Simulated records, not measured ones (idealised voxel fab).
Module name: voxel gate over fins (process module)
Square cells of 5 nm make up the cross-section cut, whose width is 285 nm.
Format of a cross-section: grid, square cells. Given as bands. Order: top down. Band: one or more rows of cells.
Heights first: top, then bottom, in nm. Then materials, left to right, each with a width in nm. "full width" on a single material: fills the band edge to edge. "air": empty space.
Height datum 0, below which the as-received substrate wafer is one material. Lowest band open at the bottom, running downward: "0 nm and below".
You'd read "30 to 40" like this: the band's top row of cells is as wide as the first number, its bottom row is as wide as the second, and going down, every row changes width by the same amount as the row before did.
Reading "no alteration" for a step: not a cell of the cross-section changed in it.
The entry titled "Listed closed voids" provides the empty spaces that have no open way to the top, restricted to those of 8 cells or more. Each is presented as width x height at distance, the distance being measured from the left edge, with all three in nm.
Where a step's line continues beyond its settings, the continuation is a remark by the simulator itself on that step.
overlay nm: mask right of planned place by this much (step with mask). Neg. = left.
-- Here's what the planned process steps look like
1 RECEIVE (material Si)
2 CONFORMAL_DEP (material SiN; thk nm 5)
3 MASKED_ETCH (tone cover; mask id FINS; width nm 15; pitch nm 60; etch materials SiN; depth nm 5; overlay nm 0)
4 MASKED_ETCH (tone cover; mask id FINS; width nm 15; pitch nm 60; etch materials Si; depth nm 35; overlay nm 0)
5 OXIDIZE (depth nm 5)
6 FILL_DEP (material SiO2; thk nm 5)
7 CMP (height nm 5)
8 PATTERN (tone open; mask id RAIL; material resist; width nm 15; thk nm 20; overlay nm 0)
9 DIRECTIONAL_ETCH (etch materials SiO2; depth nm 35)
10 STRIP (etch materials resist)
11 CONFORMAL_DEP (material TiN; thk nm 5)
12 FILL_DEP (material W; thk nm 10)
13 CMP (height nm 5)
14 SELECTIVE_ETCH (etch materials W Ru TiN; depth nm 30)
15 FILL_DEP (material SiO2; thk nm 5)
16 CMP (height nm 5)
17 SELECTIVE_ETCH (etch materials SiO2; depth nm 20)
18 STRIP (etch materials SiN)
19 CONFORMAL_DEP (material HfO2; thk nm 5)
20 CONFORMAL_DEP (material TiN; thk nm 5)
21 FILL_DEP (material W; thk nm 10)
22 CMP (height nm 15)
23 CONFORMAL_DEP (material SiN; thk nm 10)
-- Shown in cross-section is the wafer as received, that is, as it stands after step 1
* 0 nm and below = Si full width
* Listed closed voids: none
-- The first of the two wafers as seen in cross-section once the module was finished; processing followed the plan
* 25 nm to 15 nm = SiN full width
* 15 nm to 10 nm = W full width
* 10 nm to 5 nm = W 40; TiN 25; W 35; TiN 25; W 35; TiN 25; W 35; TiN 25; W 40
* 5 nm to 0 nm = W 40; TiN 5; HfO2 15; TiN 5; W 35; TiN 5; HfO2 15; TiN 5; W 35; TiN 5; HfO2 15; TiN 5; W 35; TiN 5; HfO2 15; TiN 5; W 40
* 0 nm to -5 nm = W 40; TiN 5; HfO2 5; Si 5; HfO2 5; TiN 5; W 35; TiN 5; HfO2 5; Si 5; HfO2 5; TiN 5; W 35; TiN 5; HfO2 5; Si 5; HfO2 5; TiN 5; W 35; TiN 5; HfO2 5; Si 5; HfO2 5; TiN 5; W 40
* -5 nm to -10 nm = TiN 45; HfO2 5; Si 5; HfO2 5; TiN 45; HfO2 5; Si 5; HfO2 5; TiN 45; HfO2 5; Si 5; HfO2 5; TiN 45; HfO2 5; Si 5; HfO2 5; TiN 45
* -10 nm to -15 nm = HfO2 50; Si 5; HfO2 55; Si 5; HfO2 55; Si 5; HfO2 55; Si 5; HfO2 50
* -15 nm to -25 nm = SiO2 50; Si 5; SiO2 55; Si 5; SiO2 55; Si 5; SiO2 55; Si 5; SiO2 50
* -25 nm to -30 nm = SiO2 50; Si 5; SiO2 20; TiN 15; SiO2 20; Si 5; SiO2 55; Si 5; SiO2 55; Si 5; SiO2 50
* -30 nm to -40 nm = SiO2 50; Si 5; SiO2 55; Si 5; SiO2 55; Si 5; SiO2 55; Si 5; SiO2 50
* -40 nm and below = Si full width
* Listed closed voids: none
-- Now the second wafer, cross-sectioned at the end of the module. Nothing different at the start, nothing different in the plan compared with the first, just one mistake when it was actually run
* 25 nm to 15 nm = SiN full width
* 15 nm to 10 nm = W full width
* 10 nm to 5 nm = TiN 50; W 5; TiN 55; W 5; TiN 55; W 5; TiN 55; W 5; TiN 50
* 5 nm to 0 nm = HfO2 45; TiN 15; HfO2 45; TiN 15; HfO2 45; TiN 15; HfO2 45; TiN 15; HfO2 45
* 0 nm to -5 nm = Si 40; HfO2 25; Si 35; HfO2 25; Si 35; HfO2 25; Si 35; HfO2 25; Si 40
* -5 nm and below = Si full width
* Listed closed voids: none
what went wrong: rather than as planned, step 3 actually ran as MASKED_ETCH (tone open; mask id FINS; width nm 15; pitch nm 60; etch materials SiN; depth nm 5; overlay nm 0)
Once processing is complete, comparing cell counts shows that the second wafer has more or fewer of certain materials than the first: HfO2 -16 | Si +404 | SiO2 -262 | TiN -19 | W -107
